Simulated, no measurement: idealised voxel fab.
Presented below is a process module, voxel self aligned vias.
Cross-section cut spans 150 nm and uses square cells 5 nm in size.
Format of a cross-section: grid, square cells. Given as bands. Order: top down. Band: one or more rows of cells.
It is stipulated that each band's entry specify, in nanometres, the height of the top of the band and then that of its bottom, followed by the materials of the band in left-to-right sequence, each together with its width in nanometres. A single material marked by the word "edge to edge" is understood to fill the band from edge to edge; the word "empty" is understood to denote empty space.
A quick word on heights: they are counted from 0, and under that level the wafer as it came to us is one material throughout. The lowest band is different from the rest in having no bottom; it simply continues downward, written as in "top 0, no bottom".
Width spec "30 to 40" -> top row of cells at first value, bottom row at second value, equal per-row change in between.
"nothing altered" means the step left every cell of the cross-section as it was.
For the entry "Trapped voids", the listed items are empty spaces with no open way to the top whose size is 8 cells or more; each item follows the pattern width x height at distance, where distance is from the left edge and all three are in nm.
Heads up: the bit after the settings on a step's line is the simulator's remark on that step.
The line of a step may include "overlay nm". On a step with a mask, this value is how far to the right of its planned place the mask lay. A negative value means the mask lay to the left.
Set out below are the planned steps of the process
- 1: RECEIVE: material Si
- 2: CONFORMAL_DEP: material SiO2, thk nm 10
- 3: CONFORMAL_DEP: material SiCN, thk nm 5
- 4: DIRECTIONAL_DEP: material lowk, thk nm 20
- 5: DIRECTIONAL_DEP: material aC, thk nm 15
- 6: PATTERN: tone open, mask id LINES, material resist, width nm 30, pitch nm 65, thk nm 30, overlay nm 0
- 7: DIRECTIONAL_ETCH: etch materials aC, depth nm 15
- 8: STRIP: etch materials resist
- 9: DIRECTIONAL_ETCH: etch materials lowk, depth nm 20
- 10: STRIP: etch materials aC
- 11: CONFORMAL_DEP: material TiN, thk nm 5
- 12: FILL_DEP: material Ru, thk nm 10
- 13: CMP: height nm 35
- 14: SELECTIVE_ETCH: etch materials W Ru TiN, depth nm 10
- 15: FILL_DEP: material SiN, thk nm 10
- 16: CMP: height nm 35
- 17: DIRECTIONAL_DEP: material lowk, thk nm 20
- 18: PATTERN: tone open, mask id VIAS, material resist, width nm 40, thk nm 20, overlay nm 0
- 19: DIRECTIONAL_ETCH: etch materials lowk, depth nm 20
- 20: DIRECTIONAL_ETCH: etch materials SiN, depth nm 10
- 21: STRIP: etch materials resist
- 22: CONFORMAL_DEP: material TiN, thk nm 5
- 23: FILL_DEP: material Ru, thk nm 10
- 24: CMP: height nm 55
- 25: CONFORMAL_DEP: material SiN, thk nm 5
as received, after step 1
	top 0, no bottom = Si edge to edge
	Trapped voids: none
Cross-section, end of module. Start: as above. Plan: as above. Execution: one mistake
	top 60, bottom 55 = SiN edge to edge
	top 55, bottom 40 = lowk 20, TiN 5, Ru 30, TiN 5, lowk 90
	top 40, bottom 35 = lowk 20, TiN 10, Ru 25, TiN 5, lowk 90
	top 35, bottom 30 = lowk 25, TiN 5, Ru 25, TiN 5, lowk 30, SiN 35, lowk 25
	top 30, bottom 25 = lowk 25, TiN 35, lowk 30, SiN 35, lowk 25
	top 25, bottom 20 = lowk 25, TiN 5, Ru 25, TiN 5, lowk 30, TiN 5, Ru 25, TiN 5, lowk 25
	top 20, bottom 15 = lowk 25, TiN 35, lowk 30, TiN 35, lowk 25
	top 15, bottom 10 = SiCN edge to edge
	top 10, bottom 0 = SiO2 edge to edge
	top 0, no bottom = Si edge to edge
	Trapped voids: none
Deviation from plan: note that step 6 departed from the planned setting and was carried out as PATTERN: tone open, mask id LINES, material resist, width nm 35, pitch nm 65, thk nm 30, overlay nm 0
